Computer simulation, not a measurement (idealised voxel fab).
A process module follows: voxel capacitor over wiring.
In the cross-section labelled cut, the width is 265 nm and each square cell is 5 nm.
How to read a cross-section here: the picture is a grid of square cells, written as bands going from the top down, and any band can span one or more rows of cells. Within each band entry, the heights of the top and of the bottom of the band appear first, in that order and in nm; the materials of the band then follow from left to right, each with its corresponding width in nm. The designation "edge to edge" on a single material indicates that it fills the band from edge to edge; the designation "empty" indicates empty space. Counting heights begins at 0, where everything beneath is, in the wafer as received, one material. The lowest band has no bottom; it goes on downwards, as "top 0, no bottom" shows. The notation "30..40" denotes a width that varies across the rows of cells in the band, beginning at the first number in the top row, finishing at the second number in the bottom row, and changing by an identical amount from each row to the next. Step note "no change occurred" = no cross-section cell changed. The entry titled "Trapped cavities" provides the empty spaces that have no open way to the top, restricted to those of 8 cells or more. Each is presented as width x height at distance, the distance being measured from the left edge, with all three in nm. after a step's settings: what the simulator itself notes on the step. overlay nm: right-of-plan distance of the mask on a masked step; negative values mean left-of-plan.
# Steps planned for the process
1) RECEIVE: material Si
2) CONFORMAL_DEP: material SiO2, thk nm 10
3) DIRECTIONAL_DEP: material TiN, thk nm 5
4) DIRECTIONAL_DEP: material W, thk nm 25
5) DIRECTIONAL_DEP: material aC, thk nm 10
6) PATTERN: tone cover, mask id METAL_1, material resist, width nm 20, pitch nm 80, thk nm 25, overlay nm 0
7) DIRECTIONAL_ETCH: etch materials aC, depth nm 10
8) STRIP: etch materials resist
9) DIRECTIONAL_ETCH: etch materials W, depth nm 25
10) DIRECTIONAL_ETCH: etch materials TiN, depth nm 5
11) STRIP: etch materials aC
12) CONFORMAL_DEP: material SiCN, thk nm 5
13) FILL_DEP: material SiO2, thk nm 10
14) CMP: height nm 40
15) CONFORMAL_DEP: material SiCN, thk nm 5
16) DIRECTIONAL_DEP: material SiO2, thk nm 20
17) PATTERN: tone open, mask id PLUG_1, material resist, width nm 15, thk nm 20, overlay nm 0
18) DIRECTIONAL_ETCH: etch materials SiO2, depth nm 20
19) DIRECTIONAL_ETCH: etch materials SiCN, depth nm 5
20) STRIP: etch materials resist
21) EPI: material Ru, thk nm 10
22) EPI: material Ru, thk nm 10
23) EPI: material Ru, thk nm 5
24) DIRECTIONAL_DEP: material TiN, thk nm 10
25) DIRECTIONAL_DEP: material Al2O3, thk nm 5
26) DIRECTIONAL_DEP: material TiN, thk nm 10
27) MASKED_ETCH: tone cover, mask id UPPER_PLATE, width nm 65, etch materials TiN, depth nm 10, overlay nm 0
28) MASKED_ETCH: tone cover, mask id UPPER_PLATE, width nm 65, etch materials Al2O3, depth nm 5, overlay nm 0
29) PATTERN: tone cover, mask id LOWER_PLATE, material resist, width nm 75, thk nm 20, overlay nm 0
30) DIRECTIONAL_ETCH: etch materials TiN, depth nm 10
31) STRIP: etch materials resist
32) FILL_DEP: material SiO2, thk nm 20
33) CMP: height nm 105
34) MASKED_ETCH: tone open, mask id PLUG_2, width nm 15, etch materials SiO2, depth nm 15, overlay nm 0
35) CONFORMAL_DEP: material TiN, thk nm 5
36) FILL_DEP: material Ru, thk nm 10
37) CMP: height nm 105
38) CONFORMAL_DEP: material SiN, thk nm 5
# Below: the first of two wafers, run as planned
# Wafer as received: cross-section following step 1
- top 0, no bottom = Si edge to edge
- Trapped cavities: none
# The wafer in cross-section once step 2 is complete
- top 10, bottom 0 = SiO2 edge to edge
- Below 0 it's all the same as before, nothing changed down there.
# The wafer in cross-section once step 3 is complete
- top 15, bottom 10 = TiN edge to edge
- Below 10 it's all the same as before, nothing changed down there.
# The wafer in cross-section once step 4 is complete
- top 40, bottom 15 = W edge to edge
- Below 15 it's all the same as before, nothing changed down there.
# The wafer in cross-section once step 5 is complete
- top 50, bottom 40 = aC edge to edge
- Below 40 it's all the same as before, nothing changed down there.
# The wafer in cross-section once step 6 is complete
- top 75, bottom 50 = empty=80 | resist=20 | empty=60 | resist=20 | empty=85
- Below 50 it's all the same as before, nothing changed down there.
# The wafer in cross-section once step 7 is complete
- top 65, bottom 50 = empty=80 | resist=20 | empty=60 | resist=20 | empty=85
- top 50, bottom 40 = empty=80 | aC=20 | empty=60 | aC=20 | empty=85
- Below 40 it's all the same as before, nothing changed down there.
# The wafer in cross-section once step 8 is complete
- top 50, bottom 40 = empty=80 | aC=20 | empty=60 | aC=20 | empty=85
- Below 40 it's all the same as before, nothing changed down there.
# The wafer in cross-section once step 9 is complete
- top 50, bottom 40 = empty=80 | aC=20 | empty=60 | aC=20 | empty=85
- top 40, bottom 15 = empty=80 | W=20 | empty=60 | W=20 | empty=85
- Below 15 it's all the same as before, nothing changed down there.
# The wafer in cross-section once step 10 is complete
- top 50, bottom 40 = empty=80 | aC=20 | empty=60 | aC=20 | empty=85
- top 40, bottom 15 = empty=80 | W=20 | empty=60 | W=20 | empty=85
- top 15, bottom 10 = empty=80 | TiN=20 | empty=60 | TiN=20 | empty=85
- Below 10 it's all the same as before, nothing changed down there.
# The wafer in cross-section once step 11 is complete
- top 40, bottom 15 = empty=80 | W=20 | empty=60 | W=20 | empty=85
- Below 15 it's all the same as before, nothing changed down there.
# The wafer in cross-section once step 12 is complete
- top 45, bottom 40 = empty=75 | SiCN=30 | empty=50 | SiCN=30 | empty=80
- top 40, bottom 15 = empty=75 | SiCN=5 | W=20 | SiCN=5 | empty=50 | SiCN=5 | W=20 | SiCN=5 | empty=80
- top 15, bottom 10 = SiCN=80 | TiN=20 | SiCN=60 | TiN=20 | SiCN=85
- Below 10 it's all the same as before, nothing changed down there.
# The wafer in cross-section once step 13 is complete
- top 55, bottom 45 = SiO2 edge to edge
- top 45, bottom 40 = SiO2=75 | SiCN=30 | SiO2=50 | SiCN=30 | SiO2=80
- top 40, bottom 15 = SiO2=75 | SiCN=5 | W=20 | SiCN=5 | SiO2=50 | SiCN=5 | W=20 | SiCN=5 | SiO2=80
- Below 15 it's all the same as before, nothing changed down there.
# The wafer in cross-section once step 14 is complete
- top 40, bottom 15 = SiO2=75 | SiCN=5 | W=20 | SiCN=5 | SiO2=50 | SiCN=5 | W=20 | SiCN=5 | SiO2=80
- Below 15 it's all the same as before, nothing changed down there.
# The wafer in cross-section once step 15 is complete
- top 45, bottom 40 = SiCN edge to edge
- Below 40 it's all the same as before, nothing changed down there.
# The wafer in cross-section once step 16 is complete
- top 65, bottom 45 = SiO2 edge to edge
- Below 45 it's all the same as before, nothing changed down there.
# The wafer in cross-section once step 17 is complete
- top 85, bottom 65 = resist=85 | empty=15 | resist=165
- Below 65 it's all the same as before, nothing changed down there.
# The wafer in cross-section once step 18 is complete
- top 85, bottom 65 = resist=85 | empty=15 | resist=165
- top 65, bottom 45 = SiO2=85 | empty=15 | SiO2=165
- Below 45 it's all the same as before, nothing changed down there.
# The wafer in cross-section once step 19 is complete
- top 85, bottom 65 = resist=85 | empty=15 | resist=165
- top 65, bottom 45 = SiO2=85 | empty=15 | SiO2=165
- top 45, bottom 40 = SiCN=85 | empty=15 | SiCN=165
- Below 40 it's all the same as before, nothing changed down there.
# The wafer in cross-section once step 20 is complete
- top 65, bottom 45 = SiO2=85 | empty=15 | SiO2=165
- Below 45 it's all the same as before, nothing changed down there.
# The wafer in cross-section once step 21 is complete
- top 65, bottom 50 = SiO2=85 | empty=15 | SiO2=165
- top 50, bottom 45 = SiO2=85 | Ru=15 | SiO2=165
- top 45, bottom 40 = SiCN=85 | Ru=15 | SiCN=165
- Below 40 it's all the same as before, nothing changed down there.
# The wafer in cross-section once step 22 is complete
- top 65, bottom 60 = SiO2=85 | empty=15 | SiO2=165
- top 60, bottom 45 = SiO2=85 | Ru=15 | SiO2=165
- Below 45 it's all the same as before, nothing changed down there.
# The wafer in cross-section once step 23 is complete
- top 65, bottom 45 = SiO2=85 | Ru=15 | SiO2=165
- Below 45 it's all the same as before, nothing changed down there.
# The wafer in cross-section once step 24 is complete
- top 75, bottom 65 = TiN edge to edge
- Below 65 it's all the same as before, nothing changed down there.
# The wafer in cross-section once step 25 is complete
- top 80, bottom 75 = Al2O3 edge to edge
- Below 75 it's all the same as before, nothing changed down there.
# The wafer in cross-section once step 26 is complete
- top 90, bottom 80 = TiN edge to edge
- Below 80 it's all the same as before, nothing changed down there.
# The wafer in cross-section once step 27 is complete
- top 90, bottom 80 = empty=85 | TiN=65 | empty=115
- Below 80 it's all the same as before, nothing changed down there.
# The wafer in cross-section once step 28 is complete
- top 90, bottom 80 = empty=85 | TiN=65 | empty=115
- top 80, bottom 75 = empty=85 | Al2O3=65 | empty=115
- Below 75 it's all the same as before, nothing changed down there.
# The wafer in cross-section once step 29 is complete
- top 110, bottom 90 = empty=80 | resist=75 | empty=110
- top 90, bottom 80 = empty=80 | resist=5 | TiN=65 | resist=5 | empty=110
- top 80, bottom 75 = empty=80 | resist=5 | Al2O3=65 | resist=5 | empty=110
- Below 75 it's all the same as before, nothing changed down there.
# The wafer in cross-section once step 30 is complete
- top 110, bottom 90 = empty=80 | resist=75 | empty=110
- top 90, bottom 80 = empty=80 | resist=5 | TiN=65 | resist=5 | empty=110
- top 80, bottom 75 = empty=80 | resist=5 | Al2O3=65 | resist=5 | empty=110
- top 75, bottom 65 = empty=80 | TiN=75 | empty=110
- Below 65 it's all the same as before, nothing changed down there.
# The wafer in cross-section once step 31 is complete
- top 90, bottom 80 = empty=85 | TiN=65 | empty=115
- top 80, bottom 75 = empty=85 | Al2O3=65 | empty=115
- Below 75 it's all the same as before, nothing changed down there.
# The wafer in cross-section once step 32 is complete
- top 110, bottom 90 = SiO2 edge to edge
- top 90, bottom 80 = SiO2=85 | TiN=65 | SiO2=115
- top 80, bottom 75 = SiO2=85 | Al2O3=65 | SiO2=115
- top 75, bottom 65 = SiO2=80 | TiN=75 | SiO2=110
- Below 65 it's all the same as before, nothing changed down there.
# The wafer in cross-section once step 33 is complete
- top 105, bottom 90 = SiO2 edge to edge
- Below 90 it's all the same as before, nothing changed down there.
# The wafer in cross-section once step 34 is complete
- top 105, bottom 90 = SiO2=95 | empty=15 | SiO2=155
- Below 90 it's all the same as before, nothing changed down there.
# The wafer in cross-section once step 35 is complete
- top 110, bottom 105 = TiN=100 | empty=5 | TiN=160
- top 105, bottom 95 = SiO2=95 | TiN=5 | empty=5 | TiN=5 | SiO2=155
- top 95, bottom 90 = SiO2=95 | TiN=15 | SiO2=155
- Below 90 it's all the same as before, nothing changed down there.
# The wafer in cross-section once step 36 is complete
- top 120, bottom 110 = Ru edge to edge
- top 110, bottom 105 = TiN=100 | Ru=5 | TiN=160
- top 105, bottom 95 = SiO2=95 | TiN=5 | Ru=5 | TiN=5 | SiO2=155
- Below 95 it's all the same as before, nothing changed down there.
# The wafer in cross-section once step 37 is complete
- top 105, bottom 95 = SiO2=95 | TiN=5 | Ru=5 | TiN=5 | SiO2=155
- Below 95 it's all the same as before, nothing changed down there.
# The wafer in cross-section once step 38 is complete
- top 110, bottom 105 = SiN edge to edge
- Below 105 it's all the same as before, nothing changed down there.
# Regarding the second of the two wafers: it shared the first wafer's starting condition and process plan, yet one error occurred during its execution. Its history coincides with that of the first wafer up to and including step 26
# Look at the second wafer in cross-section at the time step 27 ought to have finished
- top 90, bottom 80 = TiN=85 | empty=65 | TiN=115
- Below 80 it's all the same as before, nothing changed down there.
Look at the second wafer in cross-section at the time step 28 ought to have finished: no change occurred
# Look at the second wafer in cross-section at the time step 29 ought to have finished
- top 110, bottom 90 = empty=80 | resist=75 | empty=110
- top 90, bottom 80 = TiN=85 | resist=65 | TiN=115
- Below 80 it's all the same as before, nothing changed down there.
# Look at the second wafer in cross-section at the time step 30 ought to have finished
- top 110, bottom 90 = empty=80 | resist=75 | empty=110
- top 90, bottom 80 = empty=80 | TiN=5 | resist=65 | TiN=5 | empty=110
- Below 80 it's all the same as before, nothing changed down there.
# Look at the second wafer in cross-section at the time step 31 ought to have finished
- top 90, bottom 80 = empty=80 | TiN=5 | empty=65 | TiN=5 | empty=110
- Below 80 it's all the same as before, nothing changed down there.
# Look at the second wafer in cross-section at the time step 32 ought to have finished
- top 110, bottom 90 = SiO2 edge to edge
- top 90, bottom 80 = SiO2=80 | TiN=5 | SiO2=65 | TiN=5 | SiO2=110
- Below 80 it's all the same as before, nothing changed down there.
# Look at the second wafer in cross-section at the time step 33 ought to have finished
- top 105, bottom 90 = SiO2 edge to edge
- Below 90 it's all the same as before, nothing changed down there.
# Look at the second wafer in cross-section at the time step 34 ought to have finished
- top 105, bottom 90 = SiO2=95 | empty=15 | SiO2=155
- Below 90 it's all the same as before, nothing changed down there.
# Look at the second wafer in cross-section at the time step 35 ought to have finished
- top 110, bottom 105 = TiN=100 | empty=5 | TiN=160
- top 105, bottom 95 = SiO2=95 | TiN=5 | empty=5 | TiN=5 | SiO2=155
- top 95, bottom 90 = SiO2=95 | TiN=15 | SiO2=155
- Below 90 it's all the same as before, nothing changed down there.
# Look at the second wafer in cross-section at the time step 36 ought to have finished
- top 120, bottom 110 = Ru edge to edge
- top 110, bottom 105 = TiN=100 | Ru=5 | TiN=160
- top 105, bottom 95 = SiO2=95 | TiN=5 | Ru=5 | TiN=5 | SiO2=155
- Below 95 it's all the same as before, nothing changed down there.
# Look at the second wafer in cross-section at the time step 37 ought to have finished
- top 105, bottom 95 = SiO2=95 | TiN=5 | Ru=5 | TiN=5 | SiO2=155
- Below 95 it's all the same as before, nothing changed down there.
# Look at the second wafer in cross-section at the time step 38 ought to have finished
- top 110, bottom 105 = SiN edge to edge
- Below 105 it's all the same as before, nothing changed down there.
It is concluded that the wafer was processed incorrectly with respect to the plan, in that step 27 went in with a setting other than planned; the actual run was MASKED_ETCH: tone open, mask id UPPER_PLATE, width nm 65, etch materials TiN, depth nm 10, overlay nm 0
Wrapping up, a cell-based count of both wafers puts the second over or under the first for these materials: Al2O3 +40; SiO2 -94; TiN +54
